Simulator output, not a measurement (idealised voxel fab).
This section sets out a process module, namely voxel released beams.
Section cut is 220 nm wide and gridded with 5 nm square cells.
Bands, listed from the top down, are how a cross-section gets written in this document; the cross-section itself is a grid of square cells, and a band is one or more rows of them. Per band: top height and bottom height in nm, followed by the left-to-right materials and their widths in nm; "throughout" marks a single material spanning edge to edge, "empty" marks empty space. Below 0: as-received wafer, all one material; heights counted from there. Lowest band: no bottom, goes on down, written "z 0 and below". The two numbers in a width such as "30 to 40" mark its ends across the band: the first belongs to the top row of cells, the second to the bottom row, and from each row to the next the width moves by the same amount. "nothing changed", as given for a step, is the statement that not any cell of the cross-section underwent a change during that step. Enclosed voids (no open way to top), threshold 8 cells or more, entry "Fully enclosed voids", notation width x height at distance, distance from left edge, nm. On each step's line, the part that comes after the settings is the simulator's own comment on the step. overlay nm: where the mask lay relative to plan, measured to the right, on steps with a mask; negatives go left.

[Planned step list for the process]
1. RECEIVE: material Si
2. CONFORMAL_DEP: material SiN, thk nm 5
3. DIRECTIONAL_DEP: material SiO2, thk nm 10
4. MASKED_ETCH: tone open, mask id ANCHOR, width nm 35, etch materials SiO2, depth nm 10, overlay nm 0
5. CONFORMAL_DEP: material TiN, thk nm 15
6. DIRECTIONAL_DEP: material aC, thk nm 10
7. PATTERN: tone cover, mask id BEAM, material resist, width nm 90, thk nm 30, overlay nm 0
8. DIRECTIONAL_ETCH: etch materials aC, depth nm 10
9. STRIP: etch materials resist
10. DIRECTIONAL_ETCH: etch materials TiN, depth nm 15
11. STRIP: etch materials aC
12. STRIP: etch materials SiO2

[Here's what the wafer looked like in cross-section when it arrived - that's after step 1]
    z 0 and below  Si throughout
    Fully enclosed voids: none

[Sectioned view, first of two wafers, at the close of the module, processed as intended in the plan]
    z 30 to 20  empty 60, then TiN 20, then empty 5, then TiN 65, then empty 70
    z 20 to 15  empty 60, then TiN 90, then empty 70
    z 15 to 5  empty 65, then TiN 35, then empty 120
    z 5 to 0  SiN throughout
    z 0 and below  Si throughout
    Fully enclosed voids: none

[Cross-section of the latter of the two wafers at module completion. It had an identical start and an identical plan to the former; in running it, one mistake was made]
    z 30 to 20  empty 60, then TiN 20, then empty 5, then TiN 70, then empty 65
    z 20 to 15  empty 60, then TiN 95, then empty 65
    z 15 to 5  empty 65, then TiN 35, then empty 120
    z 5 to 0  SiN throughout
    z 0 and below  Si throughout
    Fully enclosed voids: none
It is concluded that the wafer was processed incorrectly with respect to the plan, in that step 7 did not happen as planned, as run it was PATTERN: tone cover, mask id BEAM, material resist, width nm 95, thk nm 30, overlay nm 0
Materials where the second wafer ends with more or fewer cells than the first: 3 more of TiN
